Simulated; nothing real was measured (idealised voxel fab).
Process module heading - voxel air gaps
We display cut, a cross-section 210 nm in width whose square cells are each 5 nm.
A cross-section in this document is a grid of square cells, and it is written down as bands, the top band listed before the ones below it; a band is made up of one or more rows of cells. A band entry consists of two parts. The first gives the height of the band's top and the height of its bottom, in nm. The rest lists the band's materials from left to right, each with its width in nm. A single material labelled with the word "all across" fills the band from edge to edge, and the word "empty" marks empty space. Height datum 0, below which the as-received substrate wafer is one material. Lowest band open at the bottom, running downward: "from 0 down". Width spec "30 to 40" -> top row of cells at first value, bottom row at second value, equal per-row change in between. Basically "no modifications" means that step didn't change any cell in the cross-section. This entry, "Voids, sealed", enumerates those empty regions of no fewer than 8 cells that possess no open connection to the top. Each region is reported in the form width x height at distance, the distance being taken from the left edge, with all three quantities expressed in nm. Whatever follows a step's settings on its line is a remark the simulator itself makes about that step. The "overlay nm" setting may appear on a step's line; for a step that uses a mask, it gives how far to the right of its planned position the mask lay, and a negative value indicates the left.
Process steps (planned):
1) RECEIVE,material Si
2) CONFORMAL_DEP,material SiO2,thk nm 10
3) CONFORMAL_DEP,material SiCN,thk nm 5
4) DIRECTIONAL_DEP,material lowk,thk nm 35
5) MASKED_ETCH,tone open,mask id LINES,width nm 20,pitch nm 50,etch materials lowk,depth nm 35,overlay nm 0
6) CONFORMAL_DEP,material TiN,thk nm 5
7) FILL_DEP,material W,thk nm 5
8) CMP,height nm 50
9) EPI,material Ru,thk nm 10
10) SELECTIVE_ETCH,etch materials lowk,depth nm 45
11) CONFORMAL_DEP,material SiCN,thk nm 5
Wafer as received: cross-section following step 1:
	from 0 down | Si all across
	Voids, sealed: none
Post-module cross-section of the first of two wafers (run per plan):
	from 65 to 60 | empty 5 nm, then SiCN 200 nm, then empty 5 nm
	from 60 to 50 | empty 5 nm, then SiCN 5 nm, then Ru 40 nm, then SiCN 10 nm, then Ru 40 nm, then SiCN 10 nm, then Ru 40 nm, then SiCN 10 nm, then Ru 40 nm, then SiCN 5 nm, then empty 5 nm
	from 50 to 45 | empty 5 nm, then SiCN 15 nm, then TiN 5 nm, then W 10 nm, then TiN 5 nm, then SiCN 30 nm, then TiN 5 nm, then W 10 nm, then TiN 5 nm, then SiCN 30 nm, then TiN 5 nm, then W 10 nm, then TiN 5 nm, then SiCN 30 nm, then TiN 5 nm, then W 10 nm, then TiN 5 nm, then SiCN 15 nm, then empty 5 nm
	from 45 to 20 | empty 15 nm, then SiCN 5 nm, then TiN 5 nm, then W 10 nm, then TiN 5 nm, then SiCN 5 nm, then empty 20 nm, then SiCN 5 nm, then TiN 5 nm, then W 10 nm, then TiN 5 nm, then SiCN 5 nm, then empty 20 nm, then SiCN 5 nm, then TiN 5 nm, then W 10 nm, then TiN 5 nm, then SiCN 5 nm, then empty 20 nm, then SiCN 5 nm, then TiN 5 nm, then W 10 nm, then TiN 5 nm, then SiCN 5 nm, then empty 15 nm
	from 20 to 15 | SiCN 20 nm, then TiN 20 nm, then SiCN 30 nm, then TiN 20 nm, then SiCN 30 nm, then TiN 20 nm, then SiCN 30 nm, then TiN 20 nm, then SiCN 20 nm
	from 15 to 10 | SiCN all across
	from 10 to 0 | SiO2 all across
	from 0 down | Si all across
	Voids, sealed: 20 x 25 at 45; 20 x 25 at 95; 20 x 25 at 145
Module end: cross-section of wafer two of two. Same start and process plan as the first wafer. One mistake during execution:
	from 65 to 60 | empty 5 nm, then SiCN 200 nm, then empty 5 nm
	from 60 to 50 | empty 5 nm, then SiCN 5 nm, then Ru 40 nm, then SiCN 10 nm, then Ru 40 nm, then SiCN 10 nm, then Ru 40 nm, then SiCN 10 nm, then Ru 40 nm, then SiCN 5 nm, then empty 5 nm
	from 50 to 45 | empty 5 nm, then SiCN 15 nm, then TiN 5 nm, then W 10 nm, then TiN 5 nm, then SiCN 30 nm, then TiN 5 nm, then W 10 nm, then TiN 5 nm, then SiCN 30 nm, then TiN 5 nm, then W 10 nm, then TiN 5 nm, then SiCN 30 nm, then TiN 5 nm, then W 10 nm, then TiN 5 nm, then SiCN 15 nm, then empty 5 nm
	from 45 to 20 | empty 15 nm, then SiCN 5 nm, then TiN 5 nm, then W 10 nm, then TiN 5 nm, then SiCN 5 nm, then empty 20 nm, then SiCN 5 nm, then TiN 5 nm, then W 10 nm, then TiN 5 nm, then SiCN 5 nm, then empty 20 nm, then SiCN 5 nm, then TiN 5 nm, then W 10 nm, then TiN 5 nm, then SiCN 5 nm, then empty 20 nm, then SiCN 5 nm, then TiN 5 nm, then W 10 nm, then TiN 5 nm, then SiCN 5 nm, then empty 15 nm
	from 20 to 15 | SiCN 20 nm, then TiN 20 nm, then SiCN 30 nm, then TiN 20 nm, then SiCN 30 nm, then TiN 20 nm, then SiCN 30 nm, then TiN 20 nm, then SiCN 20 nm
	from 15 to 10 | Ru all across
	from 10 to 0 | SiO2 all across
	from 0 down | Si all across
	Voids, sealed: 20 x 25 at 45; 20 x 25 at 95; 20 x 25 at 145
Deviation from plan: step 3, actual vs plan mismatch, actual run CONFORMAL_DEP,material Ru,thk nm 5
Per the end-of-run cell counts, the second wafer holds more or fewer of some materials than the first: Ru: 42 more, SiCN: 42 fewer
